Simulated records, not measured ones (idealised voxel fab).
Presented below is a process module, voxel fin reveal.
Section cut is 295 nm wide and gridded with 5 nm square cells.
Cross-section, as written here: a square-cell grid given band by band from the top down, where a band holds one or more rows of cells. Look at the band entry: it leads with the top's height and the bottom's height in nm. Then it lists the materials left to right, with a width in nm for each. The word "edge to edge" on a single material says that material fills the band edge to edge. The word "empty" is empty space. Heights from 0 (as-received wafer is one material below). Bottom band endless downward, as "0..down". Width "30 to 40": first value at the band's top row of cells, second value at its bottom row, equal change from row to row. The cross-section has no changed cell in any step marked "remains unaltered". Closed-off voids of 8+ cells (no open route to the top) go in "Enclosed cavity list", written width x height at distance from the left edge, in nm. On each step's line, the part that comes after the settings is the simulator's own comment on the step. On any step carrying a mask, the "overlay nm" setting, if present on the step's line, tells how far right of its planned place the mask lay; negative values point to the left.
## Process steps - plan
1) RECEIVE [material Si]
2) CONFORMAL_DEP [material SiN] [thk nm 5]
3) PATTERN [tone cover] [mask id FINS] [material resist] [width nm 15] [pitch nm 35] [thk nm 15] [overlay nm 0]
4) DIRECTIONAL_ETCH [etch materials SiN] [depth nm 5]
5) DIRECTIONAL_ETCH [etch materials Si] [depth nm 40]
6) STRIP [etch materials resist]
7) OXIDIZE [depth nm 5]
8) FILL_DEP [material SiO2] [thk nm 5]
9) CMP [height nm 5]
10) SELECTIVE_ETCH [etch materials SiO2] [depth nm 20]
11) STRIP [etch materials SiN]
12) CONFORMAL_DEP [material SiO2] [thk nm 5]
## Wafer as received: cross-section following step 1
	0..down = Si edge to edge
	Enclosed cavity list: none
## End-of-module cross-section of the first of two wafers, processed as planned
	5..0 = 120 empty | 15 SiO2 | 20 empty | 15 SiO2 | 125 empty
	0..-10 = 120 empty | 5 SiO2 | 5 Si | 5 SiO2 | 20 empty | 5 SiO2 | 5 Si | 5 SiO2 | 125 empty
	-10..-45 = 125 SiO2 | 5 Si | 30 SiO2 | 5 Si | 130 SiO2
	-45..down = Si edge to edge
	Enclosed cavity list: none
## Second wafer of the two, sectioned at the end of the module. It began like the first and followed the same plan, but one mistake was made while running it
	5..0 = 120 empty | 15 SiO2 | 20 empty | 15 SiO2 | 125 empty
	0..-10 = 120 empty | 5 SiO2 | 5 Si | 5 SiO2 | 20 empty | 5 SiO2 | 5 Si | 5 SiO2 | 125 empty
	-10..-15 = 105 SiO2 | 15 empty | 5 SiO2 | 5 Si | 5 SiO2 | 20 empty | 5 SiO2 | 5 Si | 5 SiO2 | 15 empty | 110 SiO2
	-15..-45 = 125 SiO2 | 5 Si | 30 SiO2 | 5 Si | 130 SiO2
	-45..down = Si edge to edge
	Enclosed cavity list: none
Misprocessing identified: the intended sequence of steps 10 and 11 was reversed during processing, with each occupying the position of the other
Final wafer comparison in cells, second versus first, more or fewer per material: SiO2 -10
